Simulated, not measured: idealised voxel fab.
voxel capacitor over wiring: a process module
The cross-section on display is named cut; it measures 290 nm wide, and its cells are 5 nm squares.
Bands, listed from the top down, are how a cross-section gets written in this document; the cross-section itself is a grid of square cells, and a band is one or more rows of them. Look at the band entry: it leads with the top's height and the bottom's height in nm. Then it lists the materials left to right, with a width in nm for each. The word "throughout" on a single material says that material fills the band edge to edge. The word "blank" is empty space. Heights from 0 (as-received wafer is one material below). Bottom band endless downward, as "0..down". A two-number width, for instance "30 to 40", indicates that the width is equal to the first number in the top row of the band and to the second number in the bottom row, and that it changes by a constant amount per row of cells. "no alteration" -> step changed no cross-section cell. You'll see "Closed cavities" listing empty spaces that have no way open to the top, as long as they're 8 cells or more; the notation is width x height at distance, where the distance is from the left edge, and all of it is in nm. Note: text after step settings on the step line = simulator remark on that step. "overlay nm" answers the question of how far to the right of plan the mask lay on a step that has a mask, and when it is negative the answer is to the left.
### Below is the list of planned process steps
1 RECEIVE,material Si
2 CONFORMAL_DEP,material SiO2,thk nm 10
3 DIRECTIONAL_DEP,material TiN,thk nm 5
4 DIRECTIONAL_DEP,material W,thk nm 25
5 MASKED_ETCH,tone cover,mask id METAL_1,width nm 20,pitch nm 90,etch materials W,depth nm 25,overlay nm 0
6 MASKED_ETCH,tone cover,mask id METAL_1,width nm 20,pitch nm 90,etch materials TiN,depth nm 5,overlay nm 0
7 FILL_DEP,material SiO2,thk nm 10
8 CMP,height nm 40
9 CONFORMAL_DEP,material SiCN,thk nm 5
10 DIRECTIONAL_DEP,material SiO2,thk nm 20
11 MASKED_ETCH,tone open,mask id PLUG_1,width nm 15,etch materials SiO2,depth nm 20,overlay nm 0
12 MASKED_ETCH,tone open,mask id PLUG_1,width nm 15,etch materials SiCN,depth nm 5,overlay nm 0
13 EPI,material Ru,thk nm 10
14 EPI,material Ru,thk nm 10
15 EPI,material Ru,thk nm 5
16 DIRECTIONAL_DEP,material TiN,thk nm 10
17 DIRECTIONAL_DEP,material HfO2,thk nm 5
18 DIRECTIONAL_DEP,material TiN,thk nm 5
19 MASKED_ETCH,tone cover,mask id UPPER_PLATE,width nm 75,etch materials TiN,depth nm 5,overlay nm 0
20 MASKED_ETCH,tone cover,mask id UPPER_PLATE,width nm 75,etch materials HfO2,depth nm 5,overlay nm 0
21 DIRECTIONAL_DEP,material aC,thk nm 15
22 PATTERN,tone cover,mask id LOWER_PLATE,material resist,width nm 75,thk nm 30,overlay nm 0
23 DIRECTIONAL_ETCH,etch materials aC,depth nm 15
24 STRIP,etch materials resist
25 DIRECTIONAL_ETCH,etch materials TiN,depth nm 10
26 STRIP,etch materials aC
27 FILL_DEP,material SiO2,thk nm 15
28 CMP,height nm 95
29 DIRECTIONAL_DEP,material aC,thk nm 15
30 PATTERN,tone open,mask id PLUG_2,material resist,width nm 15,thk nm 30,overlay nm 0
31 DIRECTIONAL_ETCH,etch materials aC,depth nm 15
32 STRIP,etch materials resist
33 DIRECTIONAL_ETCH,etch materials SiO2,depth nm 10
34 STRIP,etch materials aC
35 CONFORMAL_DEP,material TiN,thk nm 5
36 FILL_DEP,material W,thk nm 5
37 CMP,height nm 95
38 CONFORMAL_DEP,material SiCN,thk nm 5
What sets these wafers apart? The width nm at step 22. They all start alike, and the plan carries the first wafer's value.
### The first of several wafers in cross-section, exactly as it reached us after step 1
0..down | Si throughout
Closed cavities: none
### Where each wafer stands at the end of the module, a row apiece: cells of each material gained (+) or lost (-) since it was received, then closed voids
width nm 75; +15 HfO2; +15 Ru; +113 SiCN; +918 SiO2; +58 TiN; +41 W; Closed cavities: none
width nm 80; +15 HfO2; +15 Ru; +113 SiCN; +916 SiO2; +60 TiN; +41 W; Closed cavities: none
width nm 85; +15 HfO2; +15 Ru; +113 SiCN; +914 SiO2; +62 TiN; +41 W; Closed cavities: none
width nm 90; +15 HfO2; +15 Ru; +113 SiCN; +912 SiO2; +64 TiN; +41 W; Closed cavities: none
width nm 95; +15 HfO2; +15 Ru; +113 SiCN; +910 SiO2; +66 TiN; +41 W; Closed cavities: none
width nm 100; +15 HfO2; +15 Ru; +113 SiCN; +908 SiO2; +68 TiN; +41 W; Closed cavities: none
